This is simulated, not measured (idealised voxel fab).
process module | voxel self aligned vias
cross-section cut | 210 nm wide | cells 5 nm
A cross-section is a grid of square cells, given in bands from the top down. A band is one or more rows of cells.
Each band's line starts with the height of the band's top and of its bottom, in nm. Then come its materials from left to right, each with its width in nm. One material with "throughout" fills the band from edge to edge. "air" is empty space.
Height 0 is the level under which the wafer as received is all one material. The lowest band goes on downwards, as in "0 down".
A width such as "30 to 40" changes by the same amount from each row of cells to the next, from the band's top row to its bottom row.
"no change" after a step means that no cell of the cross-section changed.
closed voids: empty space of 8 cells or more with no open way to the top, each as width x height at its distance from the left edge, in nm
after a step's settings: what the simulator itself notes on the step
overlay nm, on a step with a mask: how far to the right of its planned place the mask lay; to the left if negative
plan
1 op RECEIVE | material Si
2 op CONFORMAL_DEP | material SiO2 | thk nm 10
3 op CONFORMAL_DEP | material SiCN | thk nm 5
4 op DIRECTIONAL_DEP | material lowk | thk nm 25
5 op MASKED_ETCH | tone open | mask id LINES | width nm 30 | pitch nm 60 | etch materials lowk | depth nm 25 | overlay nm 0
6 op CONFORMAL_DEP | material TiN | thk nm 5
7 op FILL_DEP | material W | thk nm 10
8 op CMP | height nm 40
9 op SELECTIVE_ETCH | etch materials W Ru TiN | depth nm 10
10 op FILL_DEP | material SiN | thk nm 10
11 op CMP | height nm 40
12 op DIRECTIONAL_DEP | material lowk | thk nm 20
13 op MASKED_ETCH | tone open | mask id VIAS | width nm 40 | pitch nm 60 | etch materials lowk | depth nm 20 | overlay nm 0
14 op MASKED_ETCH | tone open | mask id VIAS | width nm 40 | pitch nm 60 | etch materials SiN | depth nm 10 | overlay nm 0
15 op CONFORMAL_DEP | material TiN | thk nm 5
16 op FILL_DEP | material Ru | thk nm 5
17 op CMP | height nm 60
18 op CONFORMAL_DEP | material SiN | thk nm 5
first wafer, as planned
as received, after step 1
  0 down: Si throughout
  closed voids: none
after step 2
  10 to 0: SiO2 throughout
  below 0: unchanged
after step 3
  15 to 10: SiCN throughout
  below 10: unchanged
after step 4
  40 to 15: lowk throughout
  below 15: unchanged
after step 5
  40 to 15: lowk 30 | air 30 | lowk 30 | air 30 | lowk 30 | air 30 | lowk 30
  below 15: unchanged
after step 6
  45 to 40: TiN 35 | air 20 | TiN 40 | air 20 | TiN 40 | air 20 | TiN 35
  40 to 20: lowk 30 | TiN 5 | air 20 | TiN 5 | lowk 30 | TiN 5 | air 20 | TiN 5 | lowk 30 | TiN 5 | air 20 | TiN 5 | lowk 30
  20 to 15: lowk 30 | TiN 30 | lowk 30 | TiN 30 | lowk 30 | TiN 30 | lowk 30
  below 15: unchanged
after step 7
  55 to 45: W throughout
  45 to 40: TiN 35 | W 20 | TiN 40 | W 20 | TiN 40 | W 20 | TiN 35
  40 to 20: lowk 30 | TiN 5 | W 20 | TiN 5 | lowk 30 | TiN 5 | W 20 | TiN 5 | lowk 30 | TiN 5 | W 20 | TiN 5 | lowk 30
  below 20: unchanged
after step 8
  40 to 20: lowk 30 | TiN 5 | W 20 | TiN 5 | lowk 30 | TiN 5 | W 20 | TiN 5 | lowk 30 | TiN 5 | W 20 | TiN 5 | lowk 30
  below 20: unchanged
after step 9
  40 to 30: lowk 30 | air 30 | lowk 30 | air 30 | lowk 30 | air 30 | lowk 30
  below 30: unchanged
after step 10
  50 to 40: SiN throughout
  40 to 30: lowk 30 | SiN 30 | lowk 30 | SiN 30 | lowk 30 | SiN 30 | lowk 30
  below 30: unchanged
after step 11
  40 to 30: lowk 30 | SiN 30 | lowk 30 | SiN 30 | lowk 30 | SiN 30 | lowk 30
  below 30: unchanged
after step 12
  60 to 40: lowk throughout
  below 40: unchanged
after step 13
  60 to 40: lowk 25 | air 40 | lowk 20 | air 40 | lowk 20 | air 40 | lowk 25
  below 40: unchanged
after step 14
  60 to 40: lowk 25 | air 40 | lowk 20 | air 40 | lowk 20 | air 40 | lowk 25
  40 to 30: lowk 30 | air 30 | lowk 30 | air 30 | lowk 30 | air 30 | lowk 30
  below 30: unchanged
after step 15
  65 to 60: TiN 30 | air 30 | TiN 30 | air 30 | TiN 30 | air 30 | TiN 30
  60 to 45: lowk 25 | TiN 5 | air 30 | TiN 5 | lowk 20 | TiN 5 | air 30 | TiN 5 | lowk 20 | TiN 5 | air 30 | TiN 5 | lowk 25
  45 to 35: lowk 25 to 30 | TiN 10 to 5 | air 20 | TiN 10 to 5 | lowk 20 to 30 | TiN 10 to 5 | air 20 | TiN 10 to 5 | lowk 20 to 30 | TiN 10 to 5 | air 20 | TiN 10 to 5 | lowk 25 to 30
  35 to 30: lowk 30 | TiN 30 | lowk 30 | TiN 30 | lowk 30 | TiN 30 | lowk 30
  below 30: unchanged
after step 16
  70 to 65: Ru throughout
  65 to 60: TiN 30 | Ru 30 | TiN 30 | Ru 30 | TiN 30 | Ru 30 | TiN 30
  60 to 45: lowk 25 | TiN 5 | Ru 30 | TiN 5 | lowk 20 | TiN 5 | Ru 30 | TiN 5 | lowk 20 | TiN 5 | Ru 30 | TiN 5 | lowk 25
  45 to 35: lowk 25 to 30 | TiN 10 to 5 | Ru 20 | TiN 10 to 5 | lowk 20 to 30 | TiN 10 to 5 | Ru 20 | TiN 10 to 5 | lowk 20 to 30 | TiN 10 to 5 | Ru 20 | TiN 10 to 5 | lowk 25 to 30
  below 35: unchanged
after step 17
  60 to 45: lowk 25 | TiN 5 | Ru 30 | TiN 5 | lowk 20 | TiN 5 | Ru 30 | TiN 5 | lowk 20 | TiN 5 | Ru 30 | TiN 5 | lowk 25
  below 45: unchanged
after step 18
  65 to 60: SiN throughout
  below 60: unchanged
second wafer: like start, like plan, one mistake. Through step 1 it matches the first wafer
when step 2 should have ended: no change
when step 3 should have ended
  5 to 0: SiCN throughout
  below 0: unchanged
when step 4 should have ended
  30 to 5: lowk throughout
  below 5: unchanged
when step 5 should have ended
  30 to 5: lowk 30 | air 30 | lowk 30 | air 30 | lowk 30 | air 30 | lowk 30
  below 5: unchanged
when step 6 should have ended
  35 to 30: TiN 35 | air 20 | TiN 40 | air 20 | TiN 40 | air 20 | TiN 35
  30 to 10: lowk 30 | TiN 5 | air 20 | TiN 5 | lowk 30 | TiN 5 | air 20 | TiN 5 | lowk 30 | TiN 5 | air 20 | TiN 5 | lowk 30
  10 to 5: lowk 30 | TiN 30 | lowk 30 | TiN 30 | lowk 30 | TiN 30 | lowk 30
  below 5: unchanged
when step 7 should have ended
  45 to 35: W throughout
  35 to 30: TiN 35 | W 20 | TiN 40 | W 20 | TiN 40 | W 20 | TiN 35
  30 to 10: lowk 30 | TiN 5 | W 20 | TiN 5 | lowk 30 | TiN 5 | W 20 | TiN 5 | lowk 30 | TiN 5 | W 20 | TiN 5 | lowk 30
  below 10: unchanged
when step 8 should have ended
  40 to 35: W throughout
  below 35: unchanged
when step 9 should have ended
  30 to 10: lowk 30 | TiN 5 | W 20 | TiN 5 | lowk 30 | TiN 5 | W 20 | TiN 5 | lowk 30 | TiN 5 | W 20 | TiN 5 | lowk 30
  below 10: unchanged
when step 10 should have ended
  40 to 30: SiN throughout
  below 30: unchanged
when step 11 should have ended: no change
when step 12 should have ended
  60 to 40: lowk throughout
  below 40: unchanged
when step 13 should have ended
  60 to 40: lowk 25 | air 40 | lowk 20 | air 40 | lowk 20 | air 40 | lowk 25
  below 40: unchanged
when step 14 should have ended
  60 to 40: lowk 25 | air 40 | lowk 20 | air 40 | lowk 20 | air 40 | lowk 25
  40 to 30: SiN 25 | air 40 | SiN 20 | air 40 | SiN 20 | air 40 | SiN 25
  below 30: unchanged
when step 15 should have ended
  65 to 60: TiN 30 | air 30 | TiN 30 | air 30 | TiN 30 | air 30 | TiN 30
  60 to 40: lowk 25 | TiN 5 | air 30 | TiN 5 | lowk 20 | TiN 5 | air 30 | TiN 5 | lowk 20 | TiN 5 | air 30 | TiN 5 | lowk 25
  40 to 35: SiN 25 | TiN 5 | air 30 | TiN 5 | SiN 20 | TiN 5 | air 30 | TiN 5 | SiN 20 | TiN 5 | air 30 | TiN 5 | SiN 25
  35 to 30: SiN 25 | TiN 40 | SiN 20 | TiN 40 | SiN 20 | TiN 40 | SiN 25
  below 30: unchanged
when step 16 should have ended
  70 to 65: Ru throughout
  65 to 60: TiN 30 | Ru 30 | TiN 30 | Ru 30 | TiN 30 | Ru 30 | TiN 30
  60 to 40: lowk 25 | TiN 5 | Ru 30 | TiN 5 | lowk 20 | TiN 5 | Ru 30 | TiN 5 | lowk 20 | TiN 5 | Ru 30 | TiN 5 | lowk 25
  40 to 35: SiN 25 | TiN 5 | Ru 30 | TiN 5 | SiN 20 | TiN 5 | Ru 30 | TiN 5 | SiN 20 | TiN 5 | Ru 30 | TiN 5 | SiN 25
  below 35: unchanged
when step 17 should have ended
  60 to 40: lowk 25 | TiN 5 | Ru 30 | TiN 5 | lowk 20 | TiN 5 | Ru 30 | TiN 5 | lowk 20 | TiN 5 | Ru 30 | TiN 5 | lowk 25
  below 40: unchanged
when step 18 should have ended
  65 to 60: SiN throughout
  below 60: unchanged
what went wrong: step 2 was left out
at the end the second wafer has, in cells: 12 more of Ru | 36 more of SiN | 84 fewer of SiO2 | 12 more of TiN | 24 more of W
